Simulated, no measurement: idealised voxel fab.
The process module presented herein is designated voxel gate over fins.
Cross-section cut: width 220 nm, square cells of 5 nm.
Heads up, the way a cross-section reads in here is a grid of square cells, handed over as bands from the top down, with every band being one or more rows of cells.
Band: top and bottom heights (nm) first, top before bottom; then materials from left to right, widths in nm. "everywhere" marks a sole material filling the band edge to edge. "air" denotes empty space.
The level at which height equals 0 is the one under which the wafer, as it arrives, is entirely one material. No lower edge exists for the bottom band, which continues downward and is notated as in "0 nm and below".
Width "30->40": first value at the band's top row of cells, second value at its bottom row, equal change from row to row.
Any step labelled "identical to before" changed none of the cells in the cross-section.
What "Closed internal cavities" gives you is every empty space of 8 cells or more that is cut off from the top. Each appears as width x height at distance, with the distance taken from the left edge and width, height and distance all in nm.
after a step's settings: what the simulator itself notes on the step
Among the settings permitted on a step's line is "overlay nm"; applied to a step with a mask, it specifies the extent to which the mask lay to the right of its planned position, whereas a negative figure signifies a position to the left.

# Intended process steps
- 1: op RECEIVE | material Si
- 2: op CONFORMAL_DEP | material SiN | thk nm 5
- 3: op DIRECTIONAL_DEP | material aC | thk nm 15
- 4: op PATTERN | tone cover | mask id FINS | material resist | width nm 15 | pitch nm 45 | thk nm 30 | overlay nm 0
- 5: op DIRECTIONAL_ETCH | etch materials aC | depth nm 15
- 6: op STRIP | etch materials resist
- 7: op DIRECTIONAL_ETCH | etch materials SiN | depth nm 5
- 8: op DIRECTIONAL_ETCH | etch materials Si | depth nm 40
- 9: op STRIP | etch materials aC
- 10: op OXIDIZE | depth nm 5
- 11: op FILL_DEP | material SiO2 | thk nm 10
- 12: op CMP | height nm 5
- 13: op SELECTIVE_ETCH | etch materials SiO2 | depth nm 20
- 14: op STRIP | etch materials SiN
- 15: op CONFORMAL_DEP | material HfO2 | thk nm 5
- 16: op CONFORMAL_DEP | material TiN | thk nm 5
- 17: op FILL_DEP | material W | thk nm 15
- 18: op CMP | height nm 20
- 19: op CONFORMAL_DEP | material SiCN | thk nm 5
Same starting wafers, different width nm at step 4. Plan value belongs to the first wafer.

# The first of several wafers as received, shown in cross-section; this is its state after step 1
* 0 nm and below = Si everywhere
* Closed internal cavities: none

# The figure below presents a cross-section of the first of several wafers at the conclusion of the module, following its last step, step 19
* 25 nm to 20 nm = SiCN everywhere
* 20 nm to 10 nm = W everywhere
* 10 nm to 5 nm = W (50); TiN (25); W (20); TiN (25); W (20); TiN (25); W (55)
* 5 nm to 0 nm = W (50); TiN (5); HfO2 (15); TiN (5); W (20); TiN (5); HfO2 (15); TiN (5); W (20); TiN (5); HfO2 (15); TiN (5); W (55)
* 0 nm to -5 nm = W (50); TiN (5); HfO2 (5); Si (5); HfO2 (5); TiN (5); W (20); TiN (5); HfO2 (5); Si (5); HfO2 (5); TiN (5); W (20); TiN (5); HfO2 (5); Si (5); HfO2 (5); TiN (5); W (55)
* -5 nm to -10 nm = TiN (55); HfO2 (5); Si (5); HfO2 (5); TiN (30); HfO2 (5); Si (5); HfO2 (5); TiN (30); HfO2 (5); Si (5); HfO2 (5); TiN (60)
* -10 nm to -15 nm = HfO2 (60); Si (5); HfO2 (40); Si (5); HfO2 (40); Si (5); HfO2 (65)
* -15 nm to -45 nm = SiO2 (60); Si (5); SiO2 (40); Si (5); SiO2 (40); Si (5); SiO2 (65)
* -45 nm and below = Si everywhere
* Closed internal cavities: none

# Last wafer x-sec, end of module
* 25 nm to 20 nm = SiCN everywhere
* 20 nm to 10 nm = W everywhere
* 10 nm to 5 nm = W (45); TiN (40); W (5); TiN (40); W (5); TiN (40); W (45)
* 5 nm to 0 nm = W (45); TiN (5); HfO2 (30); TiN (5); W (5); TiN (5); HfO2 (30); TiN (5); W (5); TiN (5); HfO2 (30); TiN (5); W (45)
* 0 nm to -5 nm = W (45); TiN (5); HfO2 (5); Si (20); HfO2 (5); TiN (5); W (5); TiN (5); HfO2 (5); Si (20); HfO2 (5); TiN (5); W (5); TiN (5); HfO2 (5); Si (20); HfO2 (5); TiN (5); W (45)
* -5 nm to -10 nm = TiN (50); HfO2 (5); Si (20); HfO2 (5); TiN (15); HfO2 (5); Si (20); HfO2 (5); TiN (15); HfO2 (5); Si (20); HfO2 (5); TiN (50)
* -10 nm to -15 nm = HfO2 (55); Si (20); HfO2 (25); Si (20); HfO2 (25); Si (20); HfO2 (55)
* -15 nm to -45 nm = SiO2 (55); Si (20); SiO2 (25); Si (20); SiO2 (25); Si (20); SiO2 (55)
* -45 nm and below = Si everywhere
* Closed internal cavities: none

# The following table contains a row per wafer, in which are reported, at the conclusion of the module, the cells of each material gained (+) or lost (-) since the wafer's receipt, with its closed voids given thereafter
width nm 15, +62 HfO2, -369 Si, +44 SiCN, +246 SiO2, +62 TiN, +175 W, Closed internal cavities: none
width nm 20, +62 HfO2, -342 Si, +44 SiCN, +228 SiO2, +62 TiN, +166 W, Closed internal cavities: none
width nm 25, +62 HfO2, -315 Si, +44 SiCN, +210 SiO2, +62 TiN, +157 W, Closed internal cavities: none
width nm 30, +62 HfO2, -288 Si, +44 SiCN, +192 SiO2, +62 TiN, +148 W, Closed internal cavities: none
